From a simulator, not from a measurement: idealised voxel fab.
process module | voxel wiring stack
cross-section cut | 240 nm wide | cells 5 nm
A cross-section is a grid of square cells, given in bands from the top down. A band is one or more rows of cells.
Each band's line starts with the height of the band's top and of its bottom, in nm. Then come its materials from left to right, each with its width in nm. One material with "throughout" fills the band from edge to edge. "air" is empty space.
Height 0 is the level under which the wafer as received is all one material. The lowest band goes on downwards, as in "0 down".
A width such as "30 to 40" changes by the same amount from each row of cells to the next, from the band's top row to its bottom row.
"no change" after a step means that no cell of the cross-section changed.
closed voids: empty space of 8 cells or more with no open way to the top, each as width x height at its distance from the left edge, in nm
after a step's settings: what the simulator itself notes on the step
overlay nm, on a step with a mask: how far to the right of its planned place the mask lay; to the left if negative
plan
1 op RECEIVE | material Si
2 op CONFORMAL_DEP | material SiO2 | thk nm 10
3 op DIRECTIONAL_DEP | material TiN | thk nm 5
4 op DIRECTIONAL_DEP | material Ru | thk nm 25
5 op MASKED_ETCH | tone cover | mask id METAL_1 | width nm 20 | pitch nm 50 | etch materials Ru | depth nm 25 | overlay nm 0
6 op MASKED_ETCH | tone cover | mask id METAL_1 | width nm 20 | pitch nm 50 | etch materials TiN | depth nm 5 | overlay nm 0
7 op CONFORMAL_DEP | material SiCN | thk nm 5
8 op FILL_DEP | material lowk | thk nm 10
9 op CMP | height nm 40
10 op CONFORMAL_DEP | material SiCN | thk nm 5
11 op DIRECTIONAL_DEP | material lowk | thk nm 15
12 op DIRECTIONAL_DEP | material aC | thk nm 15
13 op PATTERN | tone open | mask id PLUG_1 | material resist | width nm 15 | pitch nm 50 | thk nm 30 | overlay nm 0
14 op DIRECTIONAL_ETCH | etch materials aC | depth nm 15
15 op STRIP | etch materials resist
16 op DIRECTIONAL_ETCH | etch materials lowk | depth nm 15
17 op DIRECTIONAL_ETCH | etch materials SiCN | depth nm 5
18 op STRIP | etch materials aC
19 op EPI | material Ru | thk nm 10
20 op EPI | material Ru | thk nm 10
21 op CONFORMAL_DEP | material SiN | thk nm 5
22 op DIRECTIONAL_DEP | material SiO2 | thk nm 25
23 op PATTERN | tone open | mask id METAL_2 | material resist | width nm 20 | pitch nm 50 | thk nm 15 | overlay nm 0
24 op DIRECTIONAL_ETCH | etch materials SiO2 | depth nm 25
25 op DIRECTIONAL_ETCH | etch materials SiN | depth nm 5
26 op STRIP | etch materials resist
27 op CONFORMAL_DEP | material TiN | thk nm 5
28 op FILL_DEP | material Ru | thk nm 10
29 op CMP | height nm 90
30 op CONFORMAL_DEP | material SiCN | thk nm 5
31 op DIRECTIONAL_DEP | material lowk | thk nm 30
32 op MASKED_ETCH | tone open | mask id METAL_3 | width nm 20 | pitch nm 50 | etch materials lowk | depth nm 15 | overlay nm 0
33 op PATTERN | tone open | mask id METAL_3_HOLES | material resist | width nm 15 | pitch nm 100 | thk nm 20 | overlay nm 0
34 op DIRECTIONAL_ETCH | etch materials lowk | depth nm 15
35 op DIRECTIONAL_ETCH | etch materials SiCN | depth nm 5
36 op STRIP | etch materials resist
37 op CONFORMAL_DEP | material TiN | thk nm 5
38 op FILL_DEP | material Ru | thk nm 10
39 op CMP | height nm 125
40 op CONFORMAL_DEP | material SiCN | thk nm 5
41 op DIRECTIONAL_DEP | material SiO2 | thk nm 30
42 op DIRECTIONAL_DEP | material aC | thk nm 10
43 op PATTERN | tone open | mask id METAL_4 | material resist | width nm 20 | pitch nm 50 | thk nm 30 | overlay nm 0
44 op DIRECTIONAL_ETCH | etch materials aC | depth nm 10
45 op STRIP | etch materials resist
46 op DIRECTIONAL_ETCH | etch materials SiO2 | depth nm 15
47 op STRIP | etch materials aC
48 op MASKED_ETCH | tone open | mask id METAL_4_HOLES | width nm 15 | pitch nm 100 | etch materials SiO2 | depth nm 15 | overlay nm 0
49 op MASKED_ETCH | tone open | mask id METAL_4_HOLES | width nm 15 | pitch nm 100 | etch materials SiCN | depth nm 5 | overlay nm 0
50 op CONFORMAL_DEP | material TiN | thk nm 5
51 op FILL_DEP | material Cu | thk nm 5
52 op CMP | height nm 160
53 op CONFORMAL_DEP | material SiCN | thk nm 5
first wafer, as planned
as received, after step 1
  0 down: Si throughout
  closed voids: none
after step 2
  10 to 0: SiO2 throughout
  below 0: unchanged
after step 3
  15 to 10: TiN throughout
  below 10: unchanged
after step 4
  40 to 15: Ru throughout
  below 15: unchanged
after step 5
  40 to 15: air 60 | Ru 20 | air 30 | Ru 20 | air 30 | Ru 20 | air 60
  below 15: unchanged
after step 6
  40 to 15: air 60 | Ru 20 | air 30 | Ru 20 | air 30 | Ru 20 | air 60
  15 to 10: air 60 | TiN 20 | air 30 | TiN 20 | air 30 | TiN 20 | air 60
  below 10: unchanged
after step 7
  45 to 40: air 55 | SiCN 30 | air 20 | SiCN 30 | air 20 | SiCN 30 | air 55
  40 to 15: air 55 | SiCN 5 | Ru 20 | SiCN 5 | air 20 | SiCN 5 | Ru 20 | SiCN 5 | air 20 | SiCN 5 | Ru 20 | SiCN 5 | air 55
  15 to 10: SiCN 60 | TiN 20 | SiCN 30 | TiN 20 | SiCN 30 | TiN 20 | SiCN 60
  below 10: unchanged
after step 8
  55 to 45: lowk throughout
  45 to 40: lowk 55 | SiCN 30 | lowk 20 | SiCN 30 | lowk 20 | SiCN 30 | lowk 55
  40 to 15: lowk 55 | SiCN 5 | Ru 20 | SiCN 5 | lowk 20 | SiCN 5 | Ru 20 | SiCN 5 | lowk 20 | SiCN 5 | Ru 20 | SiCN 5 | lowk 55
  below 15: unchanged
after step 9
  40 to 15: lowk 55 | SiCN 5 | Ru 20 | SiCN 5 | lowk 20 | SiCN 5 | Ru 20 | SiCN 5 | lowk 20 | SiCN 5 | Ru 20 | SiCN 5 | lowk 55
  below 15: unchanged
after step 10
  45 to 40: SiCN throughout
  below 40: unchanged
after step 11
  60 to 45: lowk throughout
  below 45: unchanged
after step 12
  75 to 60: aC throughout
  below 60: unchanged
after step 13
  105 to 75: resist 60 | air 15 | resist 35 | air 15 | resist 35 | air 15 | resist 65
  below 75: unchanged
after step 14
  90 to 75: resist 60 | air 15 | resist 35 | air 15 | resist 35 | air 15 | resist 65
  75 to 60: aC 60 | air 15 | aC 35 | air 15 | aC 35 | air 15 | aC 65
  below 60: unchanged
after step 15
  75 to 60: aC 60 | air 15 | aC 35 | air 15 | aC 35 | air 15 | aC 65
  below 60: unchanged
after step 16
  75 to 60: aC 60 | air 15 | aC 35 | air 15 | aC 35 | air 15 | aC 65
  60 to 45: lowk 60 | air 15 | lowk 35 | air 15 | lowk 35 | air 15 | lowk 65
  below 45: unchanged
after step 17
  75 to 60: aC 60 | air 15 | aC 35 | air 15 | aC 35 | air 15 | aC 65
  60 to 45: lowk 60 | air 15 | lowk 35 | air 15 | lowk 35 | air 15 | lowk 65
  45 to 40: SiCN 60 | air 15 | SiCN 35 | air 15 | SiCN 35 | air 15 | SiCN 65
  below 40: unchanged
after step 18
  60 to 45: lowk 60 | air 15 | lowk 35 | air 15 | lowk 35 | air 15 | lowk 65
  below 45: unchanged
after step 19
  60 to 50: lowk 60 | air 15 | lowk 35 | air 15 | lowk 35 | air 15 | lowk 65
  50 to 45: lowk 60 | Ru 15 | lowk 35 | Ru 15 | lowk 35 | Ru 15 | lowk 65
  45 to 40: SiCN 60 | Ru 15 | SiCN 35 | Ru 15 | SiCN 35 | Ru 15 | SiCN 65
  below 40: unchanged
after step 20
  60 to 45: lowk 60 | Ru 15 | lowk 35 | Ru 15 | lowk 35 | Ru 15 | lowk 65
  below 45: unchanged
after step 21
  65 to 60: SiN throughout
  below 60: unchanged
after step 22
  90 to 65: SiO2 throughout
  below 65: unchanged
after step 23
  105 to 90: resist 60 | air 20 | resist 30 | air 20 | resist 30 | air 20 | resist 60
  below 90: unchanged
after step 24
  105 to 90: resist 60 | air 20 | resist 30 | air 20 | resist 30 | air 20 | resist 60
  90 to 65: SiO2 60 | air 20 | SiO2 30 | air 20 | SiO2 30 | air 20 | SiO2 60
  below 65: unchanged
after step 25
  105 to 90: resist 60 | air 20 | resist 30 | air 20 | resist 30 | air 20 | resist 60
  90 to 65: SiO2 60 | air 20 | SiO2 30 | air 20 | SiO2 30 | air 20 | SiO2 60
  65 to 60: SiN 60 | air 20 | SiN 30 | air 20 | SiN 30 | air 20 | SiN 60
  below 60: unchanged
after step 26
  90 to 65: SiO2 60 | air 20 | SiO2 30 | air 20 | SiO2 30 | air 20 | SiO2 60
  below 65: unchanged
after step 27
  95 to 90: TiN 65 | air 10 | TiN 40 | air 10 | TiN 40 | air 10 | TiN 65
  90 to 65: SiO2 60 | TiN 5 | air 10 | TiN 5 | SiO2 30 | TiN 5 | air 10 | TiN 5 | SiO2 30 | TiN 5 | air 10 | TiN 5 | SiO2 60
  65 to 60: SiN 60 | TiN 20 | SiN 30 | TiN 20 | SiN 30 | TiN 20 | SiN 60
  below 60: unchanged
after step 28
  105 to 95: Ru throughout
  95 to 90: TiN 65 | Ru 10 | TiN 40 | Ru 10 | TiN 40 | Ru 10 | TiN 65
  90 to 65: SiO2 60 | TiN 5 | Ru 10 | TiN 5 | SiO2 30 | TiN 5 | Ru 10 | TiN 5 | SiO2 30 | TiN 5 | Ru 10 | TiN 5 | SiO2 60
  below 65: unchanged
after step 29
  90 to 65: SiO2 60 | TiN 5 | Ru 10 | TiN 5 | SiO2 30 | TiN 5 | Ru 10 | TiN 5 | SiO2 30 | TiN 5 | Ru 10 | TiN 5 | SiO2 60
  below 65: unchanged
after step 30
  95 to 90: SiCN throughout
  below 90: unchanged
after step 31
  125 to 95: lowk throughout
  below 95: unchanged
after step 32
  125 to 110: lowk 60 | air 20 | lowk 30 | air 20 | lowk 30 | air 20 | lowk 60
  below 110: unchanged
after step 33
  145 to 125: resist 60 | air 15 | resist 85 | air 15 | resist 65
  125 to 110: lowk 60 | air 15 | resist 5 | lowk 30 | resist 20 | lowk 30 | air 15 | resist 5 | lowk 60
  below 110: unchanged
after step 34
  145 to 125: resist 60 | air 15 | resist 85 | air 15 | resist 65
  125 to 110: lowk 60 | air 15 | resist 5 | lowk 30 | resist 20 | lowk 30 | air 15 | resist 5 | lowk 60
  110 to 95: lowk 60 | air 15 | lowk 85 | air 15 | lowk 65
  below 95: unchanged
after step 35
  145 to 125: resist 60 | air 15 | resist 85 | air 15 | resist 65
  125 to 110: lowk 60 | air 15 | resist 5 | lowk 30 | resist 20 | lowk 30 | air 15 | resist 5 | lowk 60
  110 to 95: lowk 60 | air 15 | lowk 85 | air 15 | lowk 65
  95 to 90: SiCN 60 | air 15 | SiCN 85 | air 15 | SiCN 65
  below 90: unchanged
after step 36
  125 to 110: lowk 60 | air 20 | lowk 30 | air 20 | lowk 30 | air 20 | lowk 60
  below 110: unchanged
after step 37
  130 to 125: TiN 65 | air 10 | TiN 40 | air 10 | TiN 40 | air 10 | TiN 65
  125 to 115: lowk 60 | TiN 5 | air 10 | TiN 5 | lowk 30 | TiN 5 | air 10 | TiN 5 | lowk 30 | TiN 5 | air 10 | TiN 5 | lowk 60
  115 to 110: lowk 60 | TiN 5 | air 5 | TiN 10 | lowk 30 | TiN 20 | lowk 30 | TiN 5 | air 5 | TiN 10 | lowk 60
  110 to 95: lowk 60 | TiN 5 | air 5 | TiN 5 | lowk 85 | TiN 5 | air 5 | TiN 5 | lowk 65
  95 to 90: SiCN 60 | TiN 15 | SiCN 85 | TiN 15 | SiCN 65
  below 90: unchanged
after step 38
  140 to 130: Ru throughout
  130 to 125: TiN 65 | Ru 10 | TiN 40 | Ru 10 | TiN 40 | Ru 10 | TiN 65
  125 to 115: lowk 60 | TiN 5 | Ru 10 | TiN 5 | lowk 30 | TiN 5 | Ru 10 | TiN 5 | lowk 30 | TiN 5 | Ru 10 | TiN 5 | lowk 60
  115 to 110: lowk 60 | TiN 5 | Ru 5 | TiN 10 | lowk 30 | TiN 20 | lowk 30 | TiN 5 | Ru 5 | TiN 10 | lowk 60
  110 to 95: lowk 60 | TiN 5 | Ru 5 | TiN 5 | lowk 85 | TiN 5 | Ru 5 | TiN 5 | lowk 65
  below 95: unchanged
after step 39
  125 to 115: lowk 60 | TiN 5 | Ru 10 | TiN 5 | lowk 30 | TiN 5 | Ru 10 | TiN 5 | lowk 30 | TiN 5 | Ru 10 | TiN 5 | lowk 60
  below 115: unchanged
after step 40
  130 to 125: SiCN throughout
  below 125: unchanged
after step 41
  160 to 130: SiO2 throughout
  below 130: unchanged
after step 42
  170 to 160: aC throughout
  below 160: unchanged
after step 43
  200 to 170: resist 60 | air 20 | resist 30 | air 20 | resist 30 | air 20 | resist 60
  below 170: unchanged
after step 44
  190 to 170: resist 60 | air 20 | resist 30 | air 20 | resist 30 | air 20 | resist 60
  170 to 160: aC 60 | air 20 | aC 30 | air 20 | aC 30 | air 20 | aC 60
  below 160: unchanged
after step 45
  170 to 160: aC 60 | air 20 | aC 30 | air 20 | aC 30 | air 20 | aC 60
  below 160: unchanged
after step 46
  170 to 160: aC 60 | air 20 | aC 30 | air 20 | aC 30 | air 20 | aC 60
  160 to 145: SiO2 60 | air 20 | SiO2 30 | air 20 | SiO2 30 | air 20 | SiO2 60
  below 145: unchanged
after step 47
  160 to 145: SiO2 60 | air 20 | SiO2 30 | air 20 | SiO2 30 | air 20 | SiO2 60
  below 145: unchanged
after step 48
  160 to 145: SiO2 60 | air 20 | SiO2 30 | air 20 | SiO2 30 | air 20 | SiO2 60
  145 to 130: SiO2 60 | air 15 | SiO2 85 | air 15 | SiO2 65
  below 130: unchanged
after step 49
  160 to 145: SiO2 60 | air 20 | SiO2 30 | air 20 | SiO2 30 | air 20 | SiO2 60
  145 to 130: SiO2 60 | air 15 | SiO2 85 | air 15 | SiO2 65
  130 to 125: SiCN 60 | air 15 | SiCN 85 | air 15 | SiCN 65
  below 125: unchanged
after step 50
  165 to 160: TiN 65 | air 10 | TiN 40 | air 10 | TiN 40 | air 10 | TiN 65
  160 to 150: SiO2 60 | TiN 5 | air 10 | TiN 5 | SiO2 30 | TiN 5 | air 10 | TiN 5 | SiO2 30 | TiN 5 | air 10 | TiN 5 | SiO2 60
  150 to 145: SiO2 60 | TiN 5 | air 5 | TiN 10 | SiO2 30 | TiN 20 | SiO2 30 | TiN 5 | air 5 | TiN 10 | SiO2 60
  145 to 130: SiO2 60 | TiN 5 | air 5 | TiN 5 | SiO2 85 | TiN 5 | air 5 | TiN 5 | SiO2 65
  130 to 125: SiCN 60 | TiN 15 | SiCN 85 | TiN 15 | SiCN 65
  below 125: unchanged
after step 51
  170 to 165: Cu throughout
  165 to 160: TiN 65 | Cu 10 | TiN 40 | Cu 10 | TiN 40 | Cu 10 | TiN 65
  160 to 150: SiO2 60 | TiN 5 | Cu 10 | TiN 5 | SiO2 30 | TiN 5 | Cu 10 | TiN 5 | SiO2 30 | TiN 5 | Cu 10 | TiN 5 | SiO2 60
  150 to 145: SiO2 60 | TiN 5 | Cu 5 | TiN 10 | SiO2 30 | TiN 20 | SiO2 30 | TiN 5 | Cu 5 | TiN 10 | SiO2 60
  145 to 130: SiO2 60 | TiN 5 | Cu 5 | TiN 5 | SiO2 85 | TiN 5 | Cu 5 | TiN 5 | SiO2 65
  below 130: unchanged
after step 52
  160 to 150: SiO2 60 | TiN 5 | Cu 10 | TiN 5 | SiO2 30 | TiN 5 | Cu 10 | TiN 5 | SiO2 30 | TiN 5 | Cu 10 | TiN 5 | SiO2 60
  below 150: unchanged
after step 53
  165 to 160: SiCN throughout
  below 160: unchanged
second wafer: like start, like plan, one mistake. Through step 32 it matches the first wafer
when step 33 should have ended
  145 to 125: air 60 | resist 15 | air 85 | resist 15 | air 65
  125 to 110: lowk 60 | resist 15 | air 5 | lowk 30 | air 20 | lowk 30 | resist 15 | air 5 | lowk 60
  below 110: unchanged
when step 34 should have ended
  145 to 110: air 60 | resist 15 | air 85 | resist 15 | air 65
  110 to 95: lowk 75 | air 5 | lowk 30 | air 20 | lowk 45 | air 5 | lowk 60
  below 95: unchanged
when step 35 should have ended
  145 to 110: air 60 | resist 15 | air 85 | resist 15 | air 65
  110 to 95: lowk 75 | air 5 | lowk 30 | air 20 | lowk 45 | air 5 | lowk 60
  95 to 90: SiCN 75 | air 5 | SiCN 30 | air 20 | SiCN 45 | air 5 | SiCN 60
  below 90: unchanged
when step 36 should have ended
  110 to 95: lowk 75 | air 5 | lowk 30 | air 20 | lowk 45 | air 5 | lowk 60
  below 95: unchanged
when step 37 should have ended
  115 to 110: TiN 115 | air 10 | TiN 115
  110 to 95: lowk 75 | TiN 5 | lowk 30 | TiN 5 | air 10 | TiN 5 | lowk 45 | TiN 5 | lowk 60
  95 to 90: SiCN 75 | TiN 5 | SiCN 30 | TiN 20 | SiCN 45 | TiN 5 | SiCN 60
  below 90: unchanged
when step 38 should have ended
  125 to 115: Ru throughout
  115 to 110: TiN 115 | Ru 10 | TiN 115
  110 to 95: lowk 75 | TiN 5 | lowk 30 | TiN 5 | Ru 10 | TiN 5 | lowk 45 | TiN 5 | lowk 60
  below 95: unchanged
when step 39 should have ended: no change
when step 40 should have ended
  130 to 125: SiCN throughout
  below 125: unchanged
when step 41 should have ended
  160 to 130: SiO2 throughout
  below 130: unchanged
when step 42 should have ended
  170 to 160: aC throughout
  below 160: unchanged
when step 43 should have ended
  200 to 170: resist 60 | air 20 | resist 30 | air 20 | resist 30 | air 20 | resist 60
  below 170: unchanged
when step 44 should have ended
  190 to 170: resist 60 | air 20 | resist 30 | air 20 | resist 30 | air 20 | resist 60
  170 to 160: aC 60 | air 20 | aC 30 | air 20 | aC 30 | air 20 | aC 60
  below 160: unchanged
when step 45 should have ended
  170 to 160: aC 60 | air 20 | aC 30 | air 20 | aC 30 | air 20 | aC 60
  below 160: unchanged
when step 46 should have ended
  170 to 160: aC 60 | air 20 | aC 30 | air 20 | aC 30 | air 20 | aC 60
  160 to 145: SiO2 60 | air 20 | SiO2 30 | air 20 | SiO2 30 | air 20 | SiO2 60
  below 145: unchanged
when step 47 should have ended
  160 to 145: SiO2 60 | air 20 | SiO2 30 | air 20 | SiO2 30 | air 20 | SiO2 60
  below 145: unchanged
when step 48 should have ended
  160 to 145: SiO2 60 | air 20 | SiO2 30 | air 20 | SiO2 30 | air 20 | SiO2 60
  145 to 130: SiO2 60 | air 15 | SiO2 85 | air 15 | SiO2 65
  below 130: unchanged
when step 49 should have ended
  160 to 145: SiO2 60 | air 20 | SiO2 30 | air 20 | SiO2 30 | air 20 | SiO2 60
  145 to 130: SiO2 60 | air 15 | SiO2 85 | air 15 | SiO2 65
  130 to 125: SiCN 60 | air 15 | SiCN 85 | air 15 | SiCN 65
  below 125: unchanged
when step 50 should have ended
  165 to 160: TiN 65 | air 10 | TiN 40 | air 10 | TiN 40 | air 10 | TiN 65
  160 to 150: SiO2 60 | TiN 5 | air 10 | TiN 5 | SiO2 30 | TiN 5 | air 10 | TiN 5 | SiO2 30 | TiN 5 | air 10 | TiN 5 | SiO2 60
  150 to 145: SiO2 60 | TiN 5 | air 5 | TiN 10 | SiO2 30 | TiN 20 | SiO2 30 | TiN 5 | air 5 | TiN 10 | SiO2 60
  145 to 130: SiO2 60 | TiN 5 | air 5 | TiN 5 | SiO2 85 | TiN 5 | air 5 | TiN 5 | SiO2 65
  130 to 125: SiCN 60 | TiN 15 | SiCN 85 | TiN 15 | SiCN 65
  below 125: unchanged
when step 51 should have ended
  170 to 165: Cu throughout
  165 to 160: TiN 65 | Cu 10 | TiN 40 | Cu 10 | TiN 40 | Cu 10 | TiN 65
  160 to 150: SiO2 60 | TiN 5 | Cu 10 | TiN 5 | SiO2 30 | TiN 5 | Cu 10 | TiN 5 | SiO2 30 | TiN 5 | Cu 10 | TiN 5 | SiO2 60
  150 to 145: SiO2 60 | TiN 5 | Cu 5 | TiN 10 | SiO2 30 | TiN 20 | SiO2 30 | TiN 5 | Cu 5 | TiN 10 | SiO2 60
  145 to 130: SiO2 60 | TiN 5 | Cu 5 | TiN 5 | SiO2 85 | TiN 5 | Cu 5 | TiN 5 | SiO2 65
  below 130: unchanged
when step 52 should have ended
  160 to 150: SiO2 60 | TiN 5 | Cu 10 | TiN 5 | SiO2 30 | TiN 5 | Cu 10 | TiN 5 | SiO2 30 | TiN 5 | Cu 10 | TiN 5 | SiO2 60
  below 150: unchanged
when step 53 should have ended
  165 to 160: SiCN throughout
  below 160: unchanged
what went wrong: step 33 ran as: op PATTERN | tone cover | mask id METAL_3_HOLES | material resist | width nm 15 | pitch nm 100 | thk nm 20 | overlay nm 0
at the end the second wafer has, in cells: 84 more of Ru | 24 more of TiN | 108 fewer of lowk
